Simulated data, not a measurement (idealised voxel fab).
Proc. module: voxel self aligned vias
Each square cell in cross-section cut measures 5 nm, and the section as a whole is 235 nm wide.
In this document a cross-section is written as a grid of square cells. It is given as a series of bands, listed from the top down, and a band is one or more rows of cells. Top, bottom (nm), then materials left to right with widths (nm); lone material tagged "all across" fills the whole band edge to edge; "air" = empty space. Where do heights start? At 0: under that level the wafer as delivered is made of one material only. And the lowest band has no floor; it just carries on downward, as in "0 -> down". Width "30->40": first value at the band's top row of cells, second value at its bottom row, equal change from row to row. "same as before" -> step changed no cross-section cell. Entry "Voids, sealed". Content: empty spaces with no open connection to the top, size 8 cells or greater. Each: width x height at distance. Distance: from left edge. Unit: nm. What comes after the settings on a step's line is commentary from the simulator itself on that step. The optional step-line setting "overlay nm" applies to steps with a mask and quantifies how far to the right of its planned location the mask lay, a negative value indicating leftward placement.

BELOW IS THE LIST OF PLANNED PROCESS STEPS
1: RECEIVE with material Si
2: CONFORMAL_DEP with material SiO2, thk nm 10
3: CONFORMAL_DEP with material SiCN, thk nm 5
4: DIRECTIONAL_DEP with material lowk, thk nm 20
5: PATTERN with tone open, mask id LINES, material resist, width nm 25, pitch nm 65, thk nm 15, overlay nm 0
6: DIRECTIONAL_ETCH with etch materials lowk, depth nm 20
7: STRIP with etch materials resist
8: CONFORMAL_DEP with material TiN, thk nm 5
9: FILL_DEP with material Ru, thk nm 5
10: CMP with height nm 35
11: SELECTIVE_ETCH with etch materials W Ru TiN, depth nm 10
12: FILL_DEP with material SiN, thk nm 10
13: CMP with height nm 35
14: DIRECTIONAL_DEP with material lowk, thk nm 20
15: DIRECTIONAL_DEP with material aC, thk nm 10
16: PATTERN with tone open, mask id VIAS, material resist, width nm 35, thk nm 30, overlay nm 0
17: DIRECTIONAL_ETCH with etch materials aC, depth nm 10
18: STRIP with etch materials resist
19: DIRECTIONAL_ETCH with etch materials lowk, depth nm 20
20: DIRECTIONAL_ETCH with etch materials SiN, depth nm 10
21: STRIP with etch materials aC
22: CONFORMAL_DEP with material TiN, thk nm 5
23: FILL_DEP with material W, thk nm 10
24: CMP with height nm 55
25: CONFORMAL_DEP with material SiN, thk nm 5

CROSS-SECTION OF THE INCOMING WAFER, STATE AFTER STEP 1
- 0 -> down | Si all across
- Voids, sealed: none

LOOKING AT THE FIRST OF TWO WAFERS IN CROSS-SECTION AT END OF MODULE - RAN TO PLAN
- 60 -> 55 | SiN all across
- 55 -> 40 | 65 lowk, 5 TiN, 25 W, 5 TiN, 135 lowk
- 40 -> 35 | 65 lowk, 10 TiN, 15 W, 10 TiN, 135 lowk
- 35 -> 30 | 70 lowk, 5 TiN, 15 W, 5 TiN, 40 lowk, 25 SiN, 75 lowk
- 30 -> 25 | 70 lowk, 25 TiN, 40 lowk, 25 SiN, 75 lowk
- 25 -> 20 | 70 lowk, 5 TiN, 15 Ru, 5 TiN, 40 lowk, 5 TiN, 15 Ru, 5 TiN, 75 lowk
- 20 -> 15 | 70 lowk, 25 TiN, 40 lowk, 25 TiN, 75 lowk
- 15 -> 10 | SiCN all across
- 10 -> 0 | SiO2 all across
- 0 -> down | Si all across
- Voids, sealed: none

CROSS-SECTION, SECOND WAFER: SAME START AS THE FIRST, SAME PLAN AS THE FIRST, ONE MISTAKE IN RUNNING IT; TAKEN AT THE END OF THE MODULE
- 60 -> 55 | SiN all across
- 55 -> 35 | 65 lowk, 5 TiN, 25 W, 5 TiN, 135 lowk
- 35 -> 30 | 65 lowk, 5 TiN, 25 W, 5 TiN, 35 lowk, 25 SiN, 75 lowk
- 30 -> 25 | 65 lowk, 35 TiN, 35 lowk, 25 SiN, 75 lowk
- 25 -> 20 | 65 lowk, 10 TiN, 15 Ru, 10 TiN, 35 lowk, 5 TiN, 15 Ru, 5 TiN, 75 lowk
- 20 -> 15 | 65 lowk, 35 TiN, 35 lowk, 25 TiN, 75 lowk
- 15 -> 10 | SiCN all across
- 10 -> 0 | SiO2 all across
- 0 -> down | Si all across
- Voids, sealed: none
Heads up, the wafer didn't run the way we planned it: twice, step 19 of the plan was run
Wafer comparison, final, in cells, second relative to first, materials more or fewer: TiN: 4 more; W: 4 more; lowk: 8 fewer
